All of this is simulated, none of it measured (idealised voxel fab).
process module | voxel quadruple lines
cross-section cut | 265 nm wide | cells 5 nm
A cross-section is a grid of square cells, given in bands from the top down. A band is one or more rows of cells.
Each band's line starts with the height of the band's top and of its bottom, in nm. Then come its materials from left to right, each with its width in nm. One material with "throughout" fills the band from edge to edge. "air" is empty space.
Height 0 is the level under which the wafer as received is all one material. The lowest band goes on downwards, as in "0 down".
A width such as "30 to 40" changes by the same amount from each row of cells to the next, from the band's top row to its bottom row.
"no change" after a step means that no cell of the cross-section changed.
closed voids: empty space of 8 cells or more with no open way to the top, each as width x height at its distance from the left edge, in nm
after a step's settings: what the simulator itself notes on the step
overlay nm, on a step with a mask: how far to the right of its planned place the mask lay; to the left if negative
plan
1 op RECEIVE | material Si
2 op CONFORMAL_DEP | material SiO2 | thk nm 10
3 op DIRECTIONAL_DEP | material Ru | thk nm 15
4 op DIRECTIONAL_DEP | material polySi | thk nm 20
5 op DIRECTIONAL_DEP | material aC | thk nm 25
6 op PATTERN | tone cover | mask id MANDREL | material resist | width nm 25 | thk nm 35 | overlay nm 0
7 op DIRECTIONAL_ETCH | etch materials aC | depth nm 25
8 op STRIP | etch materials resist
9 op CONFORMAL_DEP | material SiO2 | thk nm 15
10 op DIRECTIONAL_ETCH | etch materials SiO2 | depth nm 15
11 op STRIP | etch materials aC
12 op DIRECTIONAL_ETCH | etch materials polySi | depth nm 20
13 op STRIP | etch materials SiO2
14 op CONFORMAL_DEP | material SiN | thk nm 5
15 op DIRECTIONAL_ETCH | etch materials SiN | depth nm 5
16 op STRIP | etch materials polySi
17 op DIRECTIONAL_ETCH | etch materials Ru | depth nm 15
18 op STRIP | etch materials SiN
as received, after step 1
  0 down: Si throughout
  closed voids: none
first wafer at the end, as planned
  25 to 10: air 100 | Ru 5 | air 15 | Ru 5 | air 15 | Ru 5 | air 15 | Ru 5 | air 100
  10 to 0: SiO2 throughout
  0 down: Si throughout
  closed voids: none
second wafer at the end: like start, like plan, one mistake
  25 to 10: air 105 | Ru 5 | air 15 | Ru 5 | air 15 | Ru 5 | air 15 | Ru 5 | air 95
  10 to 0: SiO2 throughout
  0 down: Si throughout
  closed voids: none
what went wrong: step 6 ran as: op PATTERN | tone cover | mask id MANDREL | material resist | width nm 25 | thk nm 35 | overlay nm 5
at the end the second wafer has, in cells: as many of each material as the first, in other places
